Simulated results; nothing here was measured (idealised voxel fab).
process module | voxel capacitor over wiring
cross-section cut | 170 nm wide | cells 5 nm
A cross-section is a grid of square cells, given in bands from the top down. A band is one or more rows of cells.
Each band's line starts with the height of the band's top and of its bottom, in nm. Then come its materials from left to right, each with its width in nm. One material with "throughout" fills the band from edge to edge. "air" is empty space.
Height 0 is the level under which the wafer as received is all one material. The lowest band goes on downwards, as in "0 down".
A width such as "30 to 40" changes by the same amount from each row of cells to the next, from the band's top row to its bottom row.
"no change" after a step means that no cell of the cross-section changed.
closed voids: empty space of 8 cells or more with no open way to the top, each as width x height at its distance from the left edge, in nm
after a step's settings: what the simulator itself notes on the step
overlay nm, on a step with a mask: how far to the right of its planned place the mask lay; to the left if negative
plan
1 op RECEIVE | material Si
2 op CONFORMAL_DEP | material SiO2 | thk nm 10
3 op DIRECTIONAL_DEP | material TiN | thk nm 5
4 op DIRECTIONAL_DEP | material Ru | thk nm 15
5 op PATTERN | tone cover | mask id METAL_1 | material resist | width nm 25 | pitch nm 85 | thk nm 15 | overlay nm 0
6 op DIRECTIONAL_ETCH | etch materials Ru | depth nm 15
7 op DIRECTIONAL_ETCH | etch materials TiN | depth nm 5
8 op STRIP | etch materials resist
9 op FILL_DEP | material lowk | thk nm 10
10 op CMP | height nm 30
11 op CONFORMAL_DEP | material SiCN | thk nm 5
12 op DIRECTIONAL_DEP | material lowk | thk nm 10
13 op PATTERN | tone open | mask id PLUG_1 | material resist | width nm 15 | thk nm 15 | overlay nm 0
14 op DIRECTIONAL_ETCH | etch materials lowk | depth nm 10
15 op DIRECTIONAL_ETCH | etch materials SiCN | depth nm 5
16 op STRIP | etch materials resist
17 op EPI | material Ru | thk nm 10
18 op EPI | material Ru | thk nm 5
19 op DIRECTIONAL_DEP | material TiN | thk nm 10
20 op DIRECTIONAL_DEP | material Al2O3 | thk nm 5
21 op DIRECTIONAL_DEP | material TiN | thk nm 5
22 op MASKED_ETCH | tone cover | mask id UPPER_PLATE | width nm 65 | etch materials TiN | depth nm 5 | overlay nm 0
23 op MASKED_ETCH | tone cover | mask id UPPER_PLATE | width nm 65 | etch materials Al2O3 | depth nm 5 | overlay nm 0
24 op DIRECTIONAL_DEP | material aC | thk nm 15
25 op PATTERN | tone cover | mask id LOWER_PLATE | material resist | width nm 75 | thk nm 35 | overlay nm 0
26 op DIRECTIONAL_ETCH | etch materials aC | depth nm 15
27 op STRIP | etch materials resist
28 op DIRECTIONAL_ETCH | etch materials TiN | depth nm 10
29 op STRIP | etch materials aC
30 op FILL_DEP | material SiO2 | thk nm 20
31 op CMP | height nm 80
32 op DIRECTIONAL_DEP | material aC | thk nm 15
33 op PATTERN | tone open | mask id PLUG_2 | material resist | width nm 15 | thk nm 30 | overlay nm 0
34 op DIRECTIONAL_ETCH | etch materials aC | depth nm 15
35 op STRIP | etch materials resist
36 op DIRECTIONAL_ETCH | etch materials SiO2 | depth nm 15
37 op STRIP | etch materials aC
38 op CONFORMAL_DEP | material TiN | thk nm 5
39 op FILL_DEP | material Cu | thk nm 5
40 op CMP | height nm 80
41 op CONFORMAL_DEP | material SiN | thk nm 5
as received, after step 1
  0 down: Si throughout
  closed voids: none
first wafer at the end, as planned
  85 to 80: SiN throughout
  80 to 70: SiO2 50 | TiN 5 | Cu 5 | TiN 5 | SiO2 105
  70 to 60: SiO2 50 to 40 | TiN 15 to 65 | SiO2 105 to 65
  60 to 55: SiO2 40 | Al2O3 65 | SiO2 65
  55 to 45: SiO2 35 | TiN 75 | SiO2 60
  45 to 35: lowk 40 | Ru 15 | lowk 115
  35 to 30: SiCN 40 | Ru 15 | SiCN 115
  30 to 15: lowk 30 | Ru 25 | lowk 60 | Ru 25 | lowk 30
  15 to 10: lowk 30 | TiN 25 | lowk 60 | TiN 25 | lowk 30
  10 to 0: SiO2 throughout
  0 down: Si throughout
  closed voids: none
second wafer at the end: like start, like plan, one mistake
  85 to 80: SiN throughout
  80 to 70: SiO2 50 | TiN 5 | Cu 5 | TiN 5 | SiO2 105
  70 to 60: SiO2 50 to 55 | TiN 15 to 50 | SiO2 105 to 65
  60 to 55: SiO2 55 | Al2O3 50 | SiO2 65
  55 to 50: SiO2 35 | TiN 5 | SiO2 15 | TiN 55 | SiO2 60
  50 to 45: SiO2 35 | TiN 75 | SiO2 60
  45 to 40: lowk 40 | Al2O3 15 | lowk 115
  40 to 35: lowk 40 | TiN 15 | lowk 115
  35 to 30: SiCN 40 | TiN 15 | SiCN 115
  30 to 20: lowk throughout
  20 to 5: lowk 30 | Ru 25 | lowk 60 | Ru 25 | lowk 30
  5 to 0: lowk 30 | TiN 25 | lowk 60 | TiN 25 | lowk 30
  0 down: Si throughout
  closed voids: none
what went wrong: step 2 was left out
at the end the second wafer has, in cells: 9 fewer of Ru | 59 fewer of SiO2 | 68 more of lowk
